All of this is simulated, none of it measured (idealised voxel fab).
Process module heading - voxel double patterning
This is section cut - it's 280 nm across, gridded in 5 nm square cells.
Cross-section, as written here: a square-cell grid given band by band from the top down, where a band holds one or more rows of cells.
This entry defines a band. It first specifies the height of the band's top and the height of its bottom in nm, and then specifies the band's materials from left to right, stating each material with its width in nm. The word "everywhere" identifies a single material that fills the band from edge to edge, while the word "air" identifies empty space.
Heights are expressed relative to 0, this being the level below which the as-received wafer comprises one material exclusively. The lowest band is unbounded in the downward direction and is denoted as in "0 -> down".
Read "30..40" as a graded width: first number on top, second number at the bottom, same change between each pair of neighbouring rows.
No cell of the cross-section changed in a step that is given as "no change".
Any empty space of 8 cells or more lacking an open way to the top shows up in "Fully sealed voids" as width x height at distance, distance from the left edge, in nm.
Where a step's line continues beyond its settings, the continuation is a remark by the simulator itself on that step.
"overlay nm" denotes, for a step that has a mask, the displacement of the mask to the right of its planned place, with negative values corresponding to the left.
The following list gives the planned process steps
1,RECEIVE [material Si]
2,CONFORMAL_DEP [material SiO2] [thk nm 5]
3,DIRECTIONAL_DEP [material TiN] [thk nm 20]
4,DIRECTIONAL_DEP [material SiCN] [thk nm 5]
5,PATTERN [tone open] [mask id FIRST] [material resist] [width nm 15] [pitch nm 50] [thk nm 15] [overlay nm 0]
6,DIRECTIONAL_ETCH [etch materials SiCN] [depth nm 5]
7,STRIP [etch materials resist]
8,PATTERN [tone open] [mask id SECOND] [material resist] [width nm 15] [thk nm 15] [overlay nm 0]
9,DIRECTIONAL_ETCH [etch materials SiCN] [depth nm 5]
10,STRIP [etch materials resist]
11,DIRECTIONAL_ETCH [etch materials TiN] [depth nm 20]
12,STRIP [etch materials SiCN]
So, the first of our two wafers, run just as we planned it
Cross-section of the incoming wafer, state after step 1
- 0 -> down: Si everywhere
- Fully sealed voids: none
Cross-section through the wafer, step 2 finished
- 5 -> 0: SiO2 everywhere
- Heights below 0 show no change.
Cross-section through the wafer, step 3 finished
- 25 -> 5: TiN everywhere
- Heights below 5 show no change.
Cross-section through the wafer, step 4 finished
- 30 -> 25: SiCN everywhere
- Heights below 25 show no change.
Cross-section through the wafer, step 5 finished
- 45 -> 30: resist 105 / air 15 / resist 35 / air 15 / resist 110
- Heights below 30 show no change.
Cross-section through the wafer, step 6 finished
- 45 -> 30: resist 105 / air 15 / resist 35 / air 15 / resist 110
- 30 -> 25: SiCN 105 / air 15 / SiCN 35 / air 15 / SiCN 110
- Heights below 25 show no change.
Cross-section through the wafer, step 7 finished
- 30 -> 25: SiCN 105 / air 15 / SiCN 35 / air 15 / SiCN 110
- Heights below 25 show no change.
Cross-section through the wafer, step 8 finished
- 45 -> 30: resist 130 / air 15 / resist 135
- 30 -> 25: SiCN 105 / resist 15 / SiCN 35 / resist 15 / SiCN 110
- Heights below 25 show no change.
Cross-section through the wafer, step 9 finished
- 45 -> 30: resist 130 / air 15 / resist 135
- 30 -> 25: SiCN 105 / resist 15 / SiCN 10 / air 15 / SiCN 10 / resist 15 / SiCN 110
- Heights below 25 show no change.
Cross-section through the wafer, step 10 finished
- 30 -> 25: SiCN 105 / air 15 / SiCN 10 / air 15 / SiCN 10 / air 15 / SiCN 110
- Heights below 25 show no change.
Cross-section through the wafer, step 11 finished
- 30 -> 25: SiCN 105 / air 15 / SiCN 10 / air 15 / SiCN 10 / air 15 / SiCN 110
- 25 -> 5: TiN 105 / air 15 / TiN 10 / air 15 / TiN 10 / air 15 / TiN 110
- Heights below 5 show no change.
Cross-section through the wafer, step 12 finished
- 25 -> 5: TiN 105 / air 15 / TiN 10 / air 15 / TiN 10 / air 15 / TiN 110
- Heights below 5 show no change.
Wafer two: like wafer one in start and plan, but with one mistake in execution; identical up to and including step 1
Cross-sectional view of the second wafer at the intended end time of process step 2
- 20 -> 0: TiN everywhere
- Heights below 0 show no change.
Cross-sectional view of the second wafer at the intended end time of process step 3
- 25 -> 20: SiO2 everywhere
- Heights below 20 show no change.
Cross-sectional view of the second wafer at the intended end time of process step 4
- 30 -> 25: SiCN everywhere
- Heights below 25 show no change.
Cross-sectional view of the second wafer at the intended end time of process step 5
- 45 -> 30: resist 105 / air 15 / resist 35 / air 15 / resist 110
- Heights below 30 show no change.
Cross-sectional view of the second wafer at the intended end time of process step 6
- 45 -> 30: resist 105 / air 15 / resist 35 / air 15 / resist 110
- 30 -> 25: SiCN 105 / air 15 / SiCN 35 / air 15 / SiCN 110
- Heights below 25 show no change.
Cross-sectional view of the second wafer at the intended end time of process step 7
- 30 -> 25: SiCN 105 / air 15 / SiCN 35 / air 15 / SiCN 110
- Heights below 25 show no change.
Cross-sectional view of the second wafer at the intended end time of process step 8
- 45 -> 30: resist 130 / air 15 / resist 135
- 30 -> 25: SiCN 105 / resist 15 / SiCN 35 / resist 15 / SiCN 110
- Heights below 25 show no change.
Cross-sectional view of the second wafer at the intended end time of process step 9
- 45 -> 30: resist 130 / air 15 / resist 135
- 30 -> 25: SiCN 105 / resist 15 / SiCN 10 / air 15 / SiCN 10 / resist 15 / SiCN 110
- Heights below 25 show no change.
Cross-sectional view of the second wafer at the intended end time of process step 10
- 30 -> 25: SiCN 105 / air 15 / SiCN 10 / air 15 / SiCN 10 / air 15 / SiCN 110
- Heights below 25 show no change.
Cross-sectional view of the second wafer at the intended end time of process step 11: no change
Cross-sectional view of the second wafer at the intended end time of process step 12
- 25 -> 20: SiO2 everywhere
- Heights below 20 show no change.
The plan and the run diverged here: step 2 ran in the slot meant for step 3, and vice versa
Upon completion, the second wafer contains, in terms of cells, a greater or smaller amount of certain materials than the first wafer: TiN: 36 more
